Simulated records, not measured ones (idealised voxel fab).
This is a process module. Its name is voxel released beams.
Each square cell in cross-section cut measures 5 nm, and the section as a whole is 195 nm wide.
In what follows, cross-sections appear as grids of square cells, described through bands that run from the top down, where every band is one or more rows of cells.
A band entry consists of two parts. The first gives the height of the band's top and the height of its bottom, in nm. The rest lists the band's materials from left to right, each with its width in nm. A single material labelled with the word "everywhere" fills the band from edge to edge, and the word "air" marks empty space.
The reference from which all heights are counted is 0, the level beneath which the as-received wafer is entirely one material; the lowest band, having no lower bound, proceeds downward and is written after the example "top 0, no bottom".
A width given as "30->40" starts at the first number in the band's top row and ends at the second number in its bottom row, shifting by an equal amount at every step from row to row.
"nothing was modified" -> step changed no cross-section cell.
Empty spaces counting at least 8 cells and having no open way to the top are listed in "Closed void entries". The notation width x height at distance is used for each, the distance being from the left edge and all three values in nm.
Post-settings text on a step line: simulator's own remark regarding the step.
The line of a step may include "overlay nm". On a step with a mask, this value is how far to the right of its planned place the mask lay. A negative value means the mask lay to the left.
Steps planned for the process
1. RECEIVE (material Si)
2. CONFORMAL_DEP (material SiN; thk nm 10)
3. DIRECTIONAL_DEP (material SiO2; thk nm 10)
4. DIRECTIONAL_DEP (material aC; thk nm 10)
5. PATTERN (tone open; mask id ANCHOR; material resist; width nm 45; thk nm 25; overlay nm 0)
6. DIRECTIONAL_ETCH (etch materials aC; depth nm 10)
7. STRIP (etch materials resist)
8. DIRECTIONAL_ETCH (etch materials SiO2; depth nm 10)
9. STRIP (etch materials aC)
10. CONFORMAL_DEP (material polySi; thk nm 15)
11. DIRECTIONAL_DEP (material aC; thk nm 15)
12. PATTERN (tone cover; mask id BEAM; material resist; width nm 100; thk nm 30; overlay nm 0)
13. DIRECTIONAL_ETCH (etch materials aC; depth nm 15)
14. STRIP (etch materials resist)
15. DIRECTIONAL_ETCH (etch materials polySi; depth nm 15)
16. STRIP (etch materials aC)
17. STRIP (etch materials SiO2)
Cross-section of the wafer at receipt, which is the condition after step 1
* top 0, no bottom  Si everywhere
* Closed void entries: none
Look at the cross-section after the module: the wafer started out the way shown above and the plan was the one shown above, yet one mistake was made along the way
* top 35, bottom 20  45 air | 100 polySi | 50 air
* top 20, bottom 10  SiN everywhere
* top 10, bottom 0  SiO2 everywhere
* top 0, no bottom  Si everywhere
* Closed void entries: none
The mistake made against the process plan was this: so 2 and 3 got swapped relative to the plan, each ran where the other was supposed to
